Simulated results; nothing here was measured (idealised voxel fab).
Process module, titled voxel self aligned vias
Xsec cut, 180 nm wide, square cell size 5 nm.
Cross-section, as written here: a square-cell grid given band by band from the top down, where a band holds one or more rows of cells.
For a band, the entry starts with two heights in nm, that of the top and then that of the bottom, and carries on with the band's materials in order from left to right, each alongside its width in nm; the word "full width" beside a single material means it fills the band edge to edge, and "blank" means empty space.
It should be noted that heights are counted from 0, beneath which the wafer as supplied is of one material throughout, and that the lowest band possesses no lower boundary but continues downward, as written in "0 and below".
Per-row width for "30..40": begins at first number (top row of band), ends at second number (bottom row), increment between rows held constant.
Reading "remained unchanged" for a step: not a cell of the cross-section changed in it.
Entry "Voids, enclosed". Content: empty spaces with no open connection to the top, size 8 cells or greater. Each: width x height at distance. Distance: from left edge. Unit: nm.
On each step's line, the part that comes after the settings is the simulator's own comment on the step.
"overlay nm" denotes, for a step that has a mask, the displacement of the mask to the right of its planned place, with negative values corresponding to the left.

### plan
1) RECEIVE: material Si
2) CONFORMAL_DEP: material SiO2, thk nm 10
3) CONFORMAL_DEP: material SiCN, thk nm 5
4) DIRECTIONAL_DEP: material SiO2, thk nm 25
5) PATTERN: tone open, mask id LINES, material resist, width nm 30, pitch nm 55, thk nm 20, overlay nm 0
6) DIRECTIONAL_ETCH: etch materials SiO2, depth nm 25
7) STRIP: etch materials resist
8) CONFORMAL_DEP: material TiN, thk nm 5
9) FILL_DEP: material W, thk nm 10
10) CMP: height nm 40
11) SELECTIVE_ETCH: etch materials W Ru TiN, depth nm 10
12) FILL_DEP: material SiN, thk nm 5
13) CMP: height nm 40
14) DIRECTIONAL_DEP: material SiO2, thk nm 20
15) PATTERN: tone open, mask id VIAS, material resist, width nm 40, pitch nm 55, thk nm 20, overlay nm 0
16) DIRECTIONAL_ETCH: etch materials SiO2, depth nm 20
17) DIRECTIONAL_ETCH: etch materials SiN, depth nm 10
18) STRIP: etch materials resist
19) CONFORMAL_DEP: material TiN, thk nm 5
20) FILL_DEP: material Cu, thk nm 5
21) CMP: height nm 60
22) CONFORMAL_DEP: material SiN, thk nm 5

### First of two wafers, processed according to plan

### Here's what the wafer looked like in cross-section when it arrived - that's after step 1
> 0 and below = Si full width
> Voids, enclosed: none

### How the wafer stands in section after step 2
> 10 down to 0 = SiO2 full width
> Unchanged below 0.

### How the wafer stands in section after step 3
> 15 down to 10 = SiCN full width
> Unchanged below 10.

### How the wafer stands in section after step 4
> 40 down to 15 = SiO2 full width
> Unchanged below 15.

### How the wafer stands in section after step 5
> 60 down to 40 = resist 45; blank 30; resist 25; blank 30; resist 50
> Unchanged below 40.

### How the wafer stands in section after step 6
> 60 down to 40 = resist 45; blank 30; resist 25; blank 30; resist 50
> 40 down to 15 = SiO2 45; blank 30; SiO2 25; blank 30; SiO2 50
> Unchanged below 15.

### How the wafer stands in section after step 7
> 40 down to 15 = SiO2 45; blank 30; SiO2 25; blank 30; SiO2 50
> Unchanged below 15.

### How the wafer stands in section after step 8
> 45 down to 40 = TiN 50; blank 20; TiN 35; blank 20; TiN 55
> 40 down to 20 = SiO2 45; TiN 5; blank 20; TiN 5; SiO2 25; TiN 5; blank 20; TiN 5; SiO2 50
> 20 down to 15 = SiO2 45; TiN 30; SiO2 25; TiN 30; SiO2 50
> Unchanged below 15.

### How the wafer stands in section after step 9
> 55 down to 45 = W full width
> 45 down to 40 = TiN 50; W 20; TiN 35; W 20; TiN 55
> 40 down to 20 = SiO2 45; TiN 5; W 20; TiN 5; SiO2 25; TiN 5; W 20; TiN 5; SiO2 50
> Unchanged below 20.

### How the wafer stands in section after step 10
> 40 down to 20 = SiO2 45; TiN 5; W 20; TiN 5; SiO2 25; TiN 5; W 20; TiN 5; SiO2 50
> Unchanged below 20.

### How the wafer stands in section after step 11
> 40 down to 30 = SiO2 45; blank 30; SiO2 25; blank 30; SiO2 50
> Unchanged below 30.

### How the wafer stands in section after step 12
> 45 down to 40 = SiN full width
> 40 down to 30 = SiO2 45; SiN 30; SiO2 25; SiN 30; SiO2 50
> Unchanged below 30.

### How the wafer stands in section after step 13
> 40 down to 30 = SiO2 45; SiN 30; SiO2 25; SiN 30; SiO2 50
> Unchanged below 30.

### How the wafer stands in section after step 14
> 60 down to 40 = SiO2 full width
> Unchanged below 40.

### How the wafer stands in section after step 15
> 80 down to 60 = resist 40; blank 40; resist 15; blank 40; resist 45
> Unchanged below 60.

### How the wafer stands in section after step 16
> 80 down to 60 = resist 40; blank 40; resist 15; blank 40; resist 45
> 60 down to 40 = SiO2 40; blank 40; SiO2 15; blank 40; SiO2 45
> Unchanged below 40.

### How the wafer stands in section after step 17
> 80 down to 60 = resist 40; blank 40; resist 15; blank 40; resist 45
> 60 down to 40 = SiO2 40; blank 40; SiO2 15; blank 40; SiO2 45
> 40 down to 30 = SiO2 45; blank 30; SiO2 25; blank 30; SiO2 50
> Unchanged below 30.

### How the wafer stands in section after step 18
> 60 down to 40 = SiO2 40; blank 40; SiO2 15; blank 40; SiO2 45
> Unchanged below 40.

### How the wafer stands in section after step 19
> 65 down to 60 = TiN 45; blank 30; TiN 25; blank 30; TiN 50
> 60 down to 45 = SiO2 40; TiN 5; blank 30; TiN 5; SiO2 15; TiN 5; blank 30; TiN 5; SiO2 45
> 45 down to 35 = SiO2 40..45; TiN 10..5; blank 20; TiN 10..5; SiO2 15..25; TiN 10..5; blank 20; TiN 10..5; SiO2 45..50
> 35 down to 30 = SiO2 45; TiN 30; SiO2 25; TiN 30; SiO2 50
> Unchanged below 30.

### How the wafer stands in section after step 20
> 70 down to 65 = Cu full width
> 65 down to 60 = TiN 45; Cu 30; TiN 25; Cu 30; TiN 50
> 60 down to 45 = SiO2 40; TiN 5; Cu 30; TiN 5; SiO2 15; TiN 5; Cu 30; TiN 5; SiO2 45
> 45 down to 35 = SiO2 40..45; TiN 10..5; Cu 20; TiN 10..5; SiO2 15..25; TiN 10..5; Cu 20; TiN 10..5; SiO2 45..50
> Unchanged below 35.

### How the wafer stands in section after step 21
> 60 down to 45 = SiO2 40; TiN 5; Cu 30; TiN 5; SiO2 15; TiN 5; Cu 30; TiN 5; SiO2 45
> Unchanged below 45.

### How the wafer stands in section after step 22
> 65 down to 60 = SiN full width
> Unchanged below 60.

### Now the other wafer: same start, same recipe, but we messed up one thing when running it. Up to and including step 4 it's the same as the first one

### The second wafer in cross-section, at the planned close of step 5
> 60 down to 40 = resist 50; blank 25; resist 30; blank 25; resist 50
> Unchanged below 40.

### The second wafer in cross-section, at the planned close of step 6
> 60 down to 40 = resist 50; blank 25; resist 30; blank 25; resist 50
> 40 down to 15 = SiO2 50; blank 25; SiO2 30; blank 25; SiO2 50
> Unchanged below 15.

### The second wafer in cross-section, at the planned close of step 7
> 40 down to 15 = SiO2 50; blank 25; SiO2 30; blank 25; SiO2 50
> Unchanged below 15.

### The second wafer in cross-section, at the planned close of step 8
> 45 down to 40 = TiN 55; blank 15; TiN 40; blank 15; TiN 55
> 40 down to 20 = SiO2 50; TiN 5; blank 15; TiN 5; SiO2 30; TiN 5; blank 15; TiN 5; SiO2 50
> 20 down to 15 = SiO2 50; TiN 25; SiO2 30; TiN 25; SiO2 50
> Unchanged below 15.

### The second wafer in cross-section, at the planned close of step 9
> 55 down to 45 = W full width
> 45 down to 40 = TiN 55; W 15; TiN 40; W 15; TiN 55
> 40 down to 20 = SiO2 50; TiN 5; W 15; TiN 5; SiO2 30; TiN 5; W 15; TiN 5; SiO2 50
> Unchanged below 20.

### The second wafer in cross-section, at the planned close of step 10
> 40 down to 20 = SiO2 50; TiN 5; W 15; TiN 5; SiO2 30; TiN 5; W 15; TiN 5; SiO2 50
> Unchanged below 20.

### The second wafer in cross-section, at the planned close of step 11
> 40 down to 30 = SiO2 50; blank 25; SiO2 30; blank 25; SiO2 50
> Unchanged below 30.

### The second wafer in cross-section, at the planned close of step 12
> 45 down to 40 = SiN full width
> 40 down to 30 = SiO2 50; SiN 25; SiO2 30; SiN 25; SiO2 50
> Unchanged below 30.

### The second wafer in cross-section, at the planned close of step 13
> 40 down to 30 = SiO2 50; SiN 25; SiO2 30; SiN 25; SiO2 50
> Unchanged below 30.

### The second wafer in cross-section, at the planned close of step 14
> 60 down to 40 = SiO2 full width
> Unchanged below 40.

### The second wafer in cross-section, at the planned close of step 15
> 80 down to 60 = resist 40; blank 40; resist 15; blank 40; resist 45
> Unchanged below 60.

### The second wafer in cross-section, at the planned close of step 16
> 80 down to 60 = resist 40; blank 40; resist 15; blank 40; resist 45
> 60 down to 40 = SiO2 40; blank 40; SiO2 15; blank 40; SiO2 45
> Unchanged below 40.

### The second wafer in cross-section, at the planned close of step 17
> 80 down to 60 = resist 40; blank 40; resist 15; blank 40; resist 45
> 60 down to 40 = SiO2 40; blank 40; SiO2 15; blank 40; SiO2 45
> 40 down to 30 = SiO2 50; blank 25; SiO2 30; blank 25; SiO2 50
> Unchanged below 30.

### The second wafer in cross-section, at the planned close of step 18
> 60 down to 40 = SiO2 40; blank 40; SiO2 15; blank 40; SiO2 45
> Unchanged below 40.

### The second wafer in cross-section, at the planned close of step 19
> 65 down to 60 = TiN 45; blank 30; TiN 25; blank 30; TiN 50
> 60 down to 45 = SiO2 40; TiN 5; blank 30; TiN 5; SiO2 15; TiN 5; blank 30; TiN 5; SiO2 45
> 45 down to 35 = SiO2 40..50; TiN 15..5; blank 15; TiN 10..5; SiO2 15..30; TiN 15..5; blank 15; TiN 10..5; SiO2 45..50
> 35 down to 30 = SiO2 50; TiN 25; SiO2 30; TiN 25; SiO2 50
> Unchanged below 30.

### The second wafer in cross-section, at the planned close of step 20
> 70 down to 65 = Cu full width
> 65 down to 60 = TiN 45; Cu 30; TiN 25; Cu 30; TiN 50
> 60 down to 45 = SiO2 40; TiN 5; Cu 30; TiN 5; SiO2 15; TiN 5; Cu 30; TiN 5; SiO2 45
> 45 down to 35 = SiO2 40..50; TiN 15..5; Cu 15; TiN 10..5; SiO2 15..30; TiN 15..5; Cu 15; TiN 10..5; SiO2 45..50
> Unchanged below 35.

### The second wafer in cross-section, at the planned close of step 21
> 60 down to 45 = SiO2 40; TiN 5; Cu 30; TiN 5; SiO2 15; TiN 5; Cu 30; TiN 5; SiO2 45
> Unchanged below 45.

### The second wafer in cross-section, at the planned close of step 22
> 65 down to 60 = SiN full width
> Unchanged below 60.
In executing the process, a mistake was made relative to the plan: step 5 was run on a setting that differed from the plan, and what really ran there is PATTERN: tone open, mask id LINES, material resist, width nm 25, pitch nm 55, thk nm 20, overlay nm 0
Count the cells at the end and the second wafer has more or fewer of some materials than the first: Cu -4; SiO2 +10; TiN -2; W -4
